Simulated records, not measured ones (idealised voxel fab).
A process module follows: voxel air gaps.
Each square cell in cross-section cut measures 5 nm, and the section as a whole is 235 nm wide.
Just so we're on the same page, the cross-sections are grids of square cells, and they're listed out in bands top to bottom, each band one or more rows deep.
Band: top height; bottom height; in nm. Then, left to right: material with width in nm, for each material. "edge to edge": a single material spanning edge to edge. "empty": empty space.
Measure heights from 0. That's the level where, below it, the as-received wafer is all one material. The lowest band is bottomless and extends downward; write it as in "z 0 and below".
The notation "30->40" denotes a width that varies across the rows of cells in the band, beginning at the first number in the top row, finishing at the second number in the bottom row, and changing by an identical amount from each row to the next.
"no change" (step): cross-section cells unchanged, all of them.
If an empty space has no open way to the top and is at least 8 cells in size, "Sealed void listing" lists it, written width x height at distance, where distance is measured from the left edge and every value is in nm.
Anything after a step's settings on that line? It's the simulator's own note about the step.
The optional step-line setting "overlay nm" applies to steps with a mask and quantifies how far to the right of its planned location the mask lay, a negative value indicating leftward placement.

Here's what the planned process steps look like:
1: RECEIVE with material Si
2: CONFORMAL_DEP with material SiO2, thk nm 10
3: CONFORMAL_DEP with material SiCN, thk nm 5
4: DIRECTIONAL_DEP with material SiO2, thk nm 40
5: MASKED_ETCH with tone open, mask id LINES, width nm 20, pitch nm 45, etch materials SiO2, depth nm 40, overlay nm 0
6: CONFORMAL_DEP with material TiN, thk nm 5
7: FILL_DEP with material W, thk nm 5
8: CMP with height nm 55
9: EPI with material Ru, thk nm 10
10: SELECTIVE_ETCH with etch materials SiO2, depth nm 50
11: CONFORMAL_DEP with material SiCN, thk nm 5

first wafer, as planned:

So this is the incoming wafer in cross-section - it's already been through step 1:
    z 0 and below  Si edge to edge
    Sealed void listing: none

So this is the wafer cross-section right after step 2:
    z 10 to 0  SiO2 edge to edge
    For the remainder of the cross-section, below 0, there is no change.

So this is the wafer cross-section right after step 3:
    z 15 to 10  SiCN edge to edge
    For the remainder of the cross-section, below 10, there is no change.

So this is the wafer cross-section right after step 4:
    z 55 to 15  SiO2 edge to edge
    For the remainder of the cross-section, below 15, there is no change.

So this is the wafer cross-section right after step 5:
    z 55 to 15  40 of SiO2; 20 of empty; 25 of SiO2; 20 of empty; 25 of SiO2; 20 of empty; 25 of SiO2; 20 of empty; 40 of SiO2
    For the remainder of the cross-section, below 15, there is no change.

So this is the wafer cross-section right after step 6:
    z 60 to 55  45 of TiN; 10 of empty; 35 of TiN; 10 of empty; 35 of TiN; 10 of empty; 35 of TiN; 10 of empty; 45 of TiN
    z 55 to 20  40 of SiO2; 5 of TiN; 10 of empty; 5 of TiN; 25 of SiO2; 5 of TiN; 10 of empty; 5 of TiN; 25 of SiO2; 5 of TiN; 10 of empty; 5 of TiN; 25 of SiO2; 5 of TiN; 10 of empty; 5 of TiN; 40 of SiO2
    z 20 to 15  40 of SiO2; 20 of TiN; 25 of SiO2; 20 of TiN; 25 of SiO2; 20 of TiN; 25 of SiO2; 20 of TiN; 40 of SiO2
    For the remainder of the cross-section, below 15, there is no change.

So this is the wafer cross-section right after step 7:
    z 65 to 60  W edge to edge
    z 60 to 55  45 of TiN; 10 of W; 35 of TiN; 10 of W; 35 of TiN; 10 of W; 35 of TiN; 10 of W; 45 of TiN
    z 55 to 20  40 of SiO2; 5 of TiN; 10 of W; 5 of TiN; 25 of SiO2; 5 of TiN; 10 of W; 5 of TiN; 25 of SiO2; 5 of TiN; 10 of W; 5 of TiN; 25 of SiO2; 5 of TiN; 10 of W; 5 of TiN; 40 of SiO2
    For the remainder of the cross-section, below 20, there is no change.

So this is the wafer cross-section right after step 8:
    z 55 to 20  40 of SiO2; 5 of TiN; 10 of W; 5 of TiN; 25 of SiO2; 5 of TiN; 10 of W; 5 of TiN; 25 of SiO2; 5 of TiN; 10 of W; 5 of TiN; 25 of SiO2; 5 of TiN; 10 of W; 5 of TiN; 40 of SiO2
    For the remainder of the cross-section, below 20, there is no change.

So this is the wafer cross-section right after step 9:
    z 65 to 55  30 of empty; 40 of Ru; 5 of empty; 40 of Ru; 5 of empty; 40 of Ru; 5 of empty; 40 of Ru; 30 of empty
    For the remainder of the cross-section, below 55, there is no change.

So this is the wafer cross-section right after step 10:
    z 65 to 55  30 of empty; 40 of Ru; 5 of empty; 40 of Ru; 5 of empty; 40 of Ru; 5 of empty; 40 of Ru; 30 of empty
    z 55 to 20  40 of empty; 5 of TiN; 10 of W; 5 of TiN; 25 of empty; 5 of TiN; 10 of W; 5 of TiN; 25 of empty; 5 of TiN; 10 of W; 5 of TiN; 25 of empty; 5 of TiN; 10 of W; 5 of TiN; 40 of empty
    z 20 to 15  40 of empty; 20 of TiN; 25 of empty; 20 of TiN; 25 of empty; 20 of TiN; 25 of empty; 20 of TiN; 40 of empty
    For the remainder of the cross-section, below 15, there is no change.

So this is the wafer cross-section right after step 11:
    z 70 to 65  25 of empty; 185 of SiCN; 25 of empty
    z 65 to 55  25 of empty; 5 of SiCN; 40 of Ru; 5 of SiCN; 40 of Ru; 5 of SiCN; 40 of Ru; 5 of SiCN; 40 of Ru; 5 of SiCN; 25 of empty
    z 55 to 50  25 of empty; 15 of SiCN; 5 of TiN; 10 of W; 5 of TiN; 25 of SiCN; 5 of TiN; 10 of W; 5 of TiN; 25 of SiCN; 5 of TiN; 10 of W; 5 of TiN; 25 of SiCN; 5 of TiN; 10 of W; 5 of TiN; 15 of SiCN; 25 of empty
    z 50 to 20  35 of empty; 5 of SiCN; 5 of TiN; 10 of W; 5 of TiN; 5 of SiCN; 15 of empty; 5 of SiCN; 5 of TiN; 10 of W; 5 of TiN; 5 of SiCN; 15 of empty; 5 of SiCN; 5 of TiN; 10 of W; 5 of TiN; 5 of SiCN; 15 of empty; 5 of SiCN; 5 of TiN; 10 of W; 5 of TiN; 5 of SiCN; 35 of empty
    z 20 to 15  40 of SiCN; 20 of TiN; 25 of SiCN; 20 of TiN; 25 of SiCN; 20 of TiN; 25 of SiCN; 20 of TiN; 40 of SiCN
    For the remainder of the cross-section, below 15, there is no change.
    Sealed void listing: 15 x 30 at 65; 15 x 30 at 110; 15 x 30 at 155

Wafer two. Same start, same plan, one slip in execution. Same as wafer one through step 10, inclusive:

Look at the second wafer in cross-section at the time step 11 ought to have finished:
    z 70 to 55  25 of empty; 185 of Ru; 25 of empty
    z 55 to 50  25 of empty; 15 of Ru; 5 of TiN; 10 of W; 5 of TiN; 25 of Ru; 5 of TiN; 10 of W; 5 of TiN; 25 of Ru; 5 of TiN; 10 of W; 5 of TiN; 25 of Ru; 5 of TiN; 10 of W; 5 of TiN; 15 of Ru; 25 of empty
    z 50 to 20  35 of empty; 5 of Ru; 5 of TiN; 10 of W; 5 of TiN; 5 of Ru; 15 of empty; 5 of Ru; 5 of TiN; 10 of W; 5 of TiN; 5 of Ru; 15 of empty; 5 of Ru; 5 of TiN; 10 of W; 5 of TiN; 5 of Ru; 15 of empty; 5 of Ru; 5 of TiN; 10 of W; 5 of TiN; 5 of Ru; 35 of empty
    z 20 to 15  40 of Ru; 20 of TiN; 25 of Ru; 20 of TiN; 25 of Ru; 20 of TiN; 25 of Ru; 20 of TiN; 40 of Ru
    For the remainder of the cross-section, below 15, there is no change.
    Sealed void listing: 15 x 30 at 65; 15 x 30 at 110; 15 x 30 at 155
Short version of what went wrong: for step 11, the planned setting was not used; the step was instead run as CONFORMAL_DEP with material Ru, thk nm 5
Count the cells at the end and the second wafer has more or fewer of some materials than the first: +147 Ru; -147 SiCN
